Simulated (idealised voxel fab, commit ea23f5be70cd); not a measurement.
Process module in this document: voxel wiring stack
Cross-sectional view cut (width: 260 nm; square cell size: 5 nm).
Think of the cross-section as a grid of square cells. We describe it in bands, top to bottom, and each band covers one or more rows of those cells. Per band: top height and bottom height in nm, followed by the left-to-right materials and their widths in nm; "all across" marks a single material spanning edge to edge, "blank" marks empty space. Heads up on the height convention: 0 is the point under which the incoming wafer is all one material, and the lowest band has no bottom, it just keeps going down, like "0 down". A two-number width, for instance "30 to 40", indicates that the width is equal to the first number in the top row of the band and to the second number in the bottom row, and that it changes by a constant amount per row of cells. The designation "no modification", where it is given for a processing step, indicates that no cell of the cross-section was altered in the course of that step. Look at "Fully sealed voids" for the closed voids: empty spaces with no open path to the top, sized 8 cells or up. Each is width x height at distance, distance from the left edge, all nm. Post-settings text on a step line: simulator's own remark regarding the step. overlay nm: how far to the right of its planned place the mask lay on this masked step (negative: to the left).

Process steps - plan:
step 1: RECEIVE (material Si)
step 2: CONFORMAL_DEP (material SiO2; thk nm 10)
step 3: CONFORMAL_DEP (material SiCN; thk nm 5)
step 4: DIRECTIONAL_DEP (material lowk; thk nm 20)
step 5: PATTERN (tone open; mask id METAL_1; material resist; width nm 30; pitch nm 55; thk nm 15; overlay nm 0)
step 6: DIRECTIONAL_ETCH (etch materials lowk; depth nm 20)
step 7: DIRECTIONAL_ETCH (etch materials SiCN; depth nm 5)
step 8: STRIP (etch materials resist)
step 9: CONFORMAL_DEP (material TiN; thk nm 5)
step 10: FILL_DEP (material W; thk nm 5)
step 11: CMP (height nm 35)
step 12: CONFORMAL_DEP (material SiCN; thk nm 5)
step 13: DIRECTIONAL_DEP (material SiO2; thk nm 30)
step 14: PATTERN (tone open; mask id METAL_2; material resist; width nm 30; pitch nm 55; thk nm 15; overlay nm 0)
step 15: DIRECTIONAL_ETCH (etch materials SiO2; depth nm 15)
step 16: STRIP (etch materials resist)
step 17: DIRECTIONAL_DEP (material aC; thk nm 15)
step 18: PATTERN (tone open; mask id METAL_2_HOLES; material resist; width nm 15; pitch nm 110; thk nm 30; overlay nm 0)
step 19: DIRECTIONAL_ETCH (etch materials aC; depth nm 15)
step 20: STRIP (etch materials resist)
step 21: DIRECTIONAL_ETCH (etch materials SiO2; depth nm 15)
step 22: DIRECTIONAL_ETCH (etch materials SiCN; depth nm 5)
step 23: STRIP (etch materials aC)
step 24: CONFORMAL_DEP (material TiN; thk nm 5)
step 25: FILL_DEP (material Ru; thk nm 5)
step 26: CMP (height nm 70)
step 27: CONFORMAL_DEP (material SiCN; thk nm 5)

First of two wafers: run as planned:

Step 1 complete: cross-section of the wafer as received:
  0 down: Si all across
  Fully sealed voids: none

after step 2:
  10 to 0: SiO2 all across
  Below 0, the layers are the same as they were.

after step 3:
  15 to 10: SiCN all across
  Below 10, the layers are the same as they were.

after step 4:
  35 to 15: lowk all across
  Below 15, the layers are the same as they were.

after step 5:
  50 to 35: resist (60) | blank (30) | resist (25) | blank (30) | resist (25) | blank (30) | resist (60)
  Below 35, the layers are the same as they were.

after step 6:
  50 to 35: resist (60) | blank (30) | resist (25) | blank (30) | resist (25) | blank (30) | resist (60)
  35 to 15: lowk (60) | blank (30) | lowk (25) | blank (30) | lowk (25) | blank (30) | lowk (60)
  Below 15, the layers are the same as they were.

after step 7:
  50 to 35: resist (60) | blank (30) | resist (25) | blank (30) | resist (25) | blank (30) | resist (60)
  35 to 15: lowk (60) | blank (30) | lowk (25) | blank (30) | lowk (25) | blank (30) | lowk (60)
  15 to 10: SiCN (60) | blank (30) | SiCN (25) | blank (30) | SiCN (25) | blank (30) | SiCN (60)
  Below 10, the layers are the same as they were.

after step 8:
  35 to 15: lowk (60) | blank (30) | lowk (25) | blank (30) | lowk (25) | blank (30) | lowk (60)
  Below 15, the layers are the same as they were.

after step 9:
  40 to 35: TiN (65) | blank (20) | TiN (35) | blank (20) | TiN (35) | blank (20) | TiN (65)
  35 to 15: lowk (60) | TiN (5) | blank (20) | TiN (5) | lowk (25) | TiN (5) | blank (20) | TiN (5) | lowk (25) | TiN (5) | blank (20) | TiN (5) | lowk (60)
  15 to 10: SiCN (60) | TiN (30) | SiCN (25) | TiN (30) | SiCN (25) | TiN (30) | SiCN (60)
  Below 10, the layers are the same as they were.

after step 10:
  45 to 40: W all across
  40 to 35: TiN (65) | W (20) | TiN (35) | W (20) | TiN (35) | W (20) | TiN (65)
  35 to 15: lowk (60) | TiN (5) | W (20) | TiN (5) | lowk (25) | TiN (5) | W (20) | TiN (5) | lowk (25) | TiN (5) | W (20) | TiN (5) | lowk (60)
  Below 15, the layers are the same as they were.

after step 11:
  35 to 15: lowk (60) | TiN (5) | W (20) | TiN (5) | lowk (25) | TiN (5) | W (20) | TiN (5) | lowk (25) | TiN (5) | W (20) | TiN (5) | lowk (60)
  Below 15, the layers are the same as they were.

after step 12:
  40 to 35: SiCN all across
  Below 35, the layers are the same as they were.

after step 13:
  70 to 40: SiO2 all across
  Below 40, the layers are the same as they were.

after step 14:
  85 to 70: resist (60) | blank (30) | resist (25) | blank (30) | resist (25) | blank (30) | resist (60)
  Below 70, the layers are the same as they were.

after step 15:
  85 to 70: resist (60) | blank (30) | resist (25) | blank (30) | resist (25) | blank (30) | resist (60)
  70 to 55: SiO2 (60) | blank (30) | SiO2 (25) | blank (30) | SiO2 (25) | blank (30) | SiO2 (60)
  Below 55, the layers are the same as they were.

after step 16:
  70 to 55: SiO2 (60) | blank (30) | SiO2 (25) | blank (30) | SiO2 (25) | blank (30) | SiO2 (60)
  Below 55, the layers are the same as they were.

after step 17:
  85 to 70: aC (60) | blank (30) | aC (25) | blank (30) | aC (25) | blank (30) | aC (60)
  70 to 55: SiO2 (60) | aC (30) | SiO2 (25) | aC (30) | SiO2 (25) | aC (30) | SiO2 (60)
  Below 55, the layers are the same as they were.

after step 18:
  115 to 85: resist (60) | blank (15) | resist (95) | blank (15) | resist (75)
  85 to 70: aC (60) | blank (15) | resist (15) | aC (25) | resist (30) | aC (25) | blank (15) | resist (15) | aC (60)
  Below 70, the layers are the same as they were.

after step 19:
  100 to 85: resist (60) | blank (15) | resist (95) | blank (15) | resist (75)
  85 to 70: aC (60) | blank (15) | resist (15) | aC (25) | resist (30) | aC (25) | blank (15) | resist (15) | aC (60)
  70 to 55: SiO2 (60) | blank (15) | aC (15) | SiO2 (25) | aC (30) | SiO2 (25) | blank (15) | aC (15) | SiO2 (60)
  Below 55, the layers are the same as they were.

after step 20:
  85 to 70: aC (60) | blank (30) | aC (25) | blank (30) | aC (25) | blank (30) | aC (60)
  Below 70, the layers are the same as they were.

after step 21:
  85 to 70: aC (60) | blank (30) | aC (25) | blank (30) | aC (25) | blank (30) | aC (60)
  70 to 55: SiO2 (60) | blank (15) | aC (15) | SiO2 (25) | aC (30) | SiO2 (25) | blank (15) | aC (15) | SiO2 (60)
  55 to 40: SiO2 (60) | blank (15) | SiO2 (95) | blank (15) | SiO2 (75)
  Below 40, the layers are the same as they were.

after step 22:
  85 to 70: aC (60) | blank (30) | aC (25) | blank (30) | aC (25) | blank (30) | aC (60)
  70 to 55: SiO2 (60) | blank (15) | aC (15) | SiO2 (25) | aC (30) | SiO2 (25) | blank (15) | aC (15) | SiO2 (60)
  55 to 40: SiO2 (60) | blank (15) | SiO2 (95) | blank (15) | SiO2 (75)
  40 to 35: SiCN (60) | blank (15) | SiCN (95) | blank (15) | SiCN (75)
  Below 35, the layers are the same as they were.

after step 23:
  70 to 55: SiO2 (60) | blank (30) | SiO2 (25) | blank (30) | SiO2 (25) | blank (30) | SiO2 (60)
  Below 55, the layers are the same as they were.

after step 24:
  75 to 70: TiN (65) | blank (20) | TiN (35) | blank (20) | TiN (35) | blank (20) | TiN (65)
  70 to 60: SiO2 (60) | TiN (5) | blank (20) | TiN (5) | SiO2 (25) | TiN (5) | blank (20) | TiN (5) | SiO2 (25) | TiN (5) | blank (20) | TiN (5) | SiO2 (60)
  60 to 55: SiO2 (60) | TiN (5) | blank (5) | TiN (20) | SiO2 (25) | TiN (30) | SiO2 (25) | TiN (5) | blank (5) | TiN (20) | SiO2 (60)
  55 to 40: SiO2 (60) | TiN (5) | blank (5) | TiN (5) | SiO2 (95) | TiN (5) | blank (5) | TiN (5) | SiO2 (75)
  40 to 35: SiCN (60) | TiN (15) | SiCN (95) | TiN (15) | SiCN (75)
  Below 35, the layers are the same as they were.

after step 25:
  80 to 75: Ru all across
  75 to 70: TiN (65) | Ru (20) | TiN (35) | Ru (20) | TiN (35) | Ru (20) | TiN (65)
  70 to 60: SiO2 (60) | TiN (5) | Ru (20) | TiN (5) | SiO2 (25) | TiN (5) | Ru (20) | TiN (5) | SiO2 (25) | TiN (5) | Ru (20) | TiN (5) | SiO2 (60)
  60 to 55: SiO2 (60) | TiN (5) | Ru (5) | TiN (20) | SiO2 (25) | TiN (30) | SiO2 (25) | TiN (5) | Ru (5) | TiN (20) | SiO2 (60)
  55 to 40: SiO2 (60) | TiN (5) | Ru (5) | TiN (5) | SiO2 (95) | TiN (5) | Ru (5) | TiN (5) | SiO2 (75)
  Below 40, the layers are the same as they were.

after step 26:
  70 to 60: SiO2 (60) | TiN (5) | Ru (20) | TiN (5) | SiO2 (25) | TiN (5) | Ru (20) | TiN (5) | SiO2 (25) | TiN (5) | Ru (20) | TiN (5) | SiO2 (60)
  Below 60, the layers are the same as they were.

after step 27:
  75 to 70: SiCN all across
  Below 70, the layers are the same as they were.

second wafer: like start, like plan, one mistake. Through step 12 it matches the first wafer:

The second wafer cut through, at the time step 13 was supposed to be finished:
  65 to 40: SiO2 all across
  Below 40, the layers are the same as they were.

The second wafer cut through, at the time step 14 was supposed to be finished:
  80 to 65: resist (60) | blank (30) | resist (25) | blank (30) | resist (25) | blank (30) | resist (60)
  Below 65, the layers are the same as they were.

The second wafer cut through, at the time step 15 was supposed to be finished:
  80 to 65: resist (60) | blank (30) | resist (25) | blank (30) | resist (25) | blank (30) | resist (60)
  65 to 50: SiO2 (60) | blank (30) | SiO2 (25) | blank (30) | SiO2 (25) | blank (30) | SiO2 (60)
  Below 50, the layers are the same as they were.

The second wafer cut through, at the time step 16 was supposed to be finished:
  65 to 50: SiO2 (60) | blank (30) | SiO2 (25) | blank (30) | SiO2 (25) | blank (30) | SiO2 (60)
  Below 50, the layers are the same as they were.

The second wafer cut through, at the time step 17 was supposed to be finished:
  80 to 65: aC (60) | blank (30) | aC (25) | blank (30) | aC (25) | blank (30) | aC (60)
  65 to 50: SiO2 (60) | aC (30) | SiO2 (25) | aC (30) | SiO2 (25) | aC (30) | SiO2 (60)
  Below 50, the layers are the same as they were.

The second wafer cut through, at the time step 18 was supposed to be finished:
  110 to 80: resist (60) | blank (15) | resist (95) | blank (15) | resist (75)
  80 to 65: aC (60) | blank (15) | resist (15) | aC (25) | resist (30) | aC (25) | blank (15) | resist (15) | aC (60)
  Below 65, the layers are the same as they were.

The second wafer cut through, at the time step 19 was supposed to be finished:
  95 to 80: resist (60) | blank (15) | resist (95) | blank (15) | resist (75)
  80 to 65: aC (60) | blank (15) | resist (15) | aC (25) | resist (30) | aC (25) | blank (15) | resist (15) | aC (60)
  65 to 50: SiO2 (60) | blank (15) | aC (15) | SiO2 (25) | aC (30) | SiO2 (25) | blank (15) | aC (15) | SiO2 (60)
  Below 50, the layers are the same as they were.

The second wafer cut through, at the time step 20 was supposed to be finished:
  80 to 65: aC (60) | blank (30) | aC (25) | blank (30) | aC (25) | blank (30) | aC (60)
  Below 65, the layers are the same as they were.

The second wafer cut through, at the time step 21 was supposed to be finished:
  80 to 65: aC (60) | blank (30) | aC (25) | blank (30) | aC (25) | blank (30) | aC (60)
  65 to 50: SiO2 (60) | blank (15) | aC (15) | SiO2 (25) | aC (30) | SiO2 (25) | blank (15) | aC (15) | SiO2 (60)
  50 to 40: SiO2 (60) | blank (15) | SiO2 (95) | blank (15) | SiO2 (75)
  Below 40, the layers are the same as they were.

The second wafer cut through, at the time step 22 was supposed to be finished:
  80 to 65: aC (60) | blank (30) | aC (25) | blank (30) | aC (25) | blank (30) | aC (60)
  65 to 50: SiO2 (60) | blank (15) | aC (15) | SiO2 (25) | aC (30) | SiO2 (25) | blank (15) | aC (15) | SiO2 (60)
  50 to 40: SiO2 (60) | blank (15) | SiO2 (95) | blank (15) | SiO2 (75)
  40 to 35: SiCN (60) | blank (15) | SiCN (95) | blank (15) | SiCN (75)
  Below 35, the layers are the same as they were.

The second wafer cut through, at the time step 23 was supposed to be finished:
  65 to 50: SiO2 (60) | blank (30) | SiO2 (25) | blank (30) | SiO2 (25) | blank (30) | SiO2 (60)
  Below 50, the layers are the same as they were.

The second wafer cut through, at the time step 24 was supposed to be finished:
  70 to 65: TiN (65) | blank (20) | TiN (35) | blank (20) | TiN (35) | blank (20) | TiN (65)
  65 to 55: SiO2 (60) | TiN (5) | blank (20) | TiN (5) | SiO2 (25) | TiN (5) | blank (20) | TiN (5) | SiO2 (25) | TiN (5) | blank (20) | TiN (5) | SiO2 (60)
  55 to 50: SiO2 (60) | TiN (5) | blank (5) | TiN (20) | SiO2 (25) | TiN (30) | SiO2 (25) | TiN (5) | blank (5) | TiN (20) | SiO2 (60)
  50 to 40: SiO2 (60) | TiN (5) | blank (5) | TiN (5) | SiO2 (95) | TiN (5) | blank (5) | TiN (5) | SiO2 (75)
  40 to 35: SiCN (60) | TiN (15) | SiCN (95) | TiN (15) | SiCN (75)
  Below 35, the layers are the same as they were.

The second wafer cut through, at the time step 25 was supposed to be finished:
  75 to 70: Ru all across
  70 to 65: TiN (65) | Ru (20) | TiN (35) | Ru (20) | TiN (35) | Ru (20) | TiN (65)
  65 to 55: SiO2 (60) | TiN (5) | Ru (20) | TiN (5) | SiO2 (25) | TiN (5) | Ru (20) | TiN (5) | SiO2 (25) | TiN (5) | Ru (20) | TiN (5) | SiO2 (60)
  55 to 50: SiO2 (60) | TiN (5) | Ru (5) | TiN (20) | SiO2 (25) | TiN (30) | SiO2 (25) | TiN (5) | Ru (5) | TiN (20) | SiO2 (60)
  50 to 40: SiO2 (60) | TiN (5) | Ru (5) | TiN (5) | SiO2 (95) | TiN (5) | Ru (5) | TiN (5) | SiO2 (75)
  Below 40, the layers are the same as they were.

The second wafer cut through, at the time step 26 was supposed to be finished:
  70 to 65: TiN (65) | Ru (20) | TiN (35) | Ru (20) | TiN (35) | Ru (20) | TiN (65)
  Below 65, the layers are the same as they were.

The second wafer cut through, at the time step 27 was supposed to be finished:
  75 to 70: SiCN all across
  Below 70, the layers are the same as they were.
Deviation noted in wafer processing: rather than as planned, step 13 actually ran as DIRECTIONAL_DEP (material SiO2; thk nm 25)
at the end the second wafer has, in cells: +10 Ru; -46 SiO2; +36 TiN
